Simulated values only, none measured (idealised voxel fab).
process module | voxel trench capacitor
cross-section cut | 225 nm wide | cells 5 nm
A cross-section is a grid of square cells, given in bands from the top down. A band is one or more rows of cells.
Each band's line starts with the height of the band's top and of its bottom, in nm. Then come its materials from left to right, each with its width in nm. One material with "throughout" fills the band from edge to edge. "air" is empty space.
Height 0 is the level under which the wafer as received is all one material. The lowest band goes on downwards, as in "0 down".
A width such as "30 to 40" changes by the same amount from each row of cells to the next, from the band's top row to its bottom row.
"no change" after a step means that no cell of the cross-section changed.
closed voids: empty space of 8 cells or more with no open way to the top, each as width x height at its distance from the left edge, in nm
after a step's settings: what the simulator itself notes on the step
overlay nm, on a step with a mask: how far to the right of its planned place the mask lay; to the left if negative
plan
1 op RECEIVE | material Si
2 op CONFORMAL_DEP | material SiN | thk nm 10
3 op DIRECTIONAL_DEP | material aC | thk nm 15
4 op PATTERN | tone open | mask id TRENCH | material resist | width nm 25 | pitch nm 50 | thk nm 30 | overlay nm -10
5 op DIRECTIONAL_ETCH | etch materials aC | depth nm 15
6 op STRIP | etch materials resist
7 op DIRECTIONAL_ETCH | etch materials SiN | depth nm 10
8 op DIRECTIONAL_ETCH | etch materials Si | depth nm 25
9 op STRIP | etch materials aC
10 op CONFORMAL_DEP | material HfO2 | thk nm 5
11 op CONFORMAL_DEP | material TiN | thk nm 5
12 op FILL_DEP | material W | thk nm 5
13 op CMP | height nm 10
varied across the wafers: overlay nm of step 4. The plan shows the first wafer's value. All wafers start alike
first wafer as received, after step 1
  0 down: Si throughout
  closed voids: none
first wafer at the end, after step 13
  10 to 0: SiN 15 | HfO2 5 | TiN 5 | W 5 | TiN 5 | HfO2 5 | SiN 25 | HfO2 5 | TiN 5 | W 5 | TiN 5 | HfO2 5 | SiN 25 | HfO2 5 | TiN 5 | W 5 | TiN 5 | HfO2 5 | SiN 25 | HfO2 5 | TiN 5 | W 5 | TiN 5 | HfO2 5 | SiN 35
  0 to -15: Si 15 | HfO2 5 | TiN 5 | W 5 | TiN 5 | HfO2 5 | Si 25 | HfO2 5 | TiN 5 | W 5 | TiN 5 | HfO2 5 | Si 25 | HfO2 5 | TiN 5 | W 5 | TiN 5 | HfO2 5 | Si 25 | HfO2 5 | TiN 5 | W 5 | TiN 5 | HfO2 5 | Si 35
  -15 to -20: Si 15 | HfO2 5 | TiN 15 | HfO2 5 | Si 25 | HfO2 5 | TiN 15 | HfO2 5 | Si 25 | HfO2 5 | TiN 15 | HfO2 5 | Si 25 | HfO2 5 | TiN 15 | HfO2 5 | Si 35
  -20 to -25: Si 15 | HfO2 25 | Si 25 | HfO2 25 | Si 25 | HfO2 25 | Si 25 | HfO2 25 | Si 35
  -25 down: Si throughout
  closed voids: none
last wafer at the end
  10 to 0: SiN 35 | HfO2 5 | TiN 5 | W 5 | TiN 5 | HfO2 5 | SiN 25 | HfO2 5 | TiN 5 | W 5 | TiN 5 | HfO2 5 | SiN 25 | HfO2 5 | TiN 5 | W 5 | TiN 5 | HfO2 5 | SiN 25 | HfO2 5 | TiN 5 | W 5 | TiN 5 | HfO2 5 | SiN 15
  0 to -15: Si 35 | HfO2 5 | TiN 5 | W 5 | TiN 5 | HfO2 5 | Si 25 | HfO2 5 | TiN 5 | W 5 | TiN 5 | HfO2 5 | Si 25 | HfO2 5 | TiN 5 | W 5 | TiN 5 | HfO2 5 | Si 25 | HfO2 5 | TiN 5 | W 5 | TiN 5 | HfO2 5 | Si 15
  -15 to -20: Si 35 | HfO2 5 | TiN 15 | HfO2 5 | Si 25 | HfO2 5 | TiN 15 | HfO2 5 | Si 25 | HfO2 5 | TiN 15 | HfO2 5 | Si 25 | HfO2 5 | TiN 15 | HfO2 5 | Si 15
  -20 to -25: Si 35 | HfO2 25 | Si 25 | HfO2 25 | Si 25 | HfO2 25 | Si 25 | HfO2 25 | Si 15
  -25 down: Si throughout
  closed voids: none
each wafer at the end: cells of each material gained (+) or lost (-) since it was received, then its closed voids
overlay nm -10 | +68 HfO2 | -100 Si | +50 SiN | +52 TiN | +20 W | closed voids: none
overlay nm -5 | +68 HfO2 | -100 Si | +50 SiN | +52 TiN | +20 W | closed voids: none
overlay nm 0 | +68 HfO2 | -100 Si | +50 SiN | +52 TiN | +20 W | closed voids: none
overlay nm 5 | +68 HfO2 | -100 Si | +50 SiN | +52 TiN | +20 W | closed voids: none
overlay nm 10 | +68 HfO2 | -100 Si | +50 SiN | +52 TiN | +20 W | closed voids: none
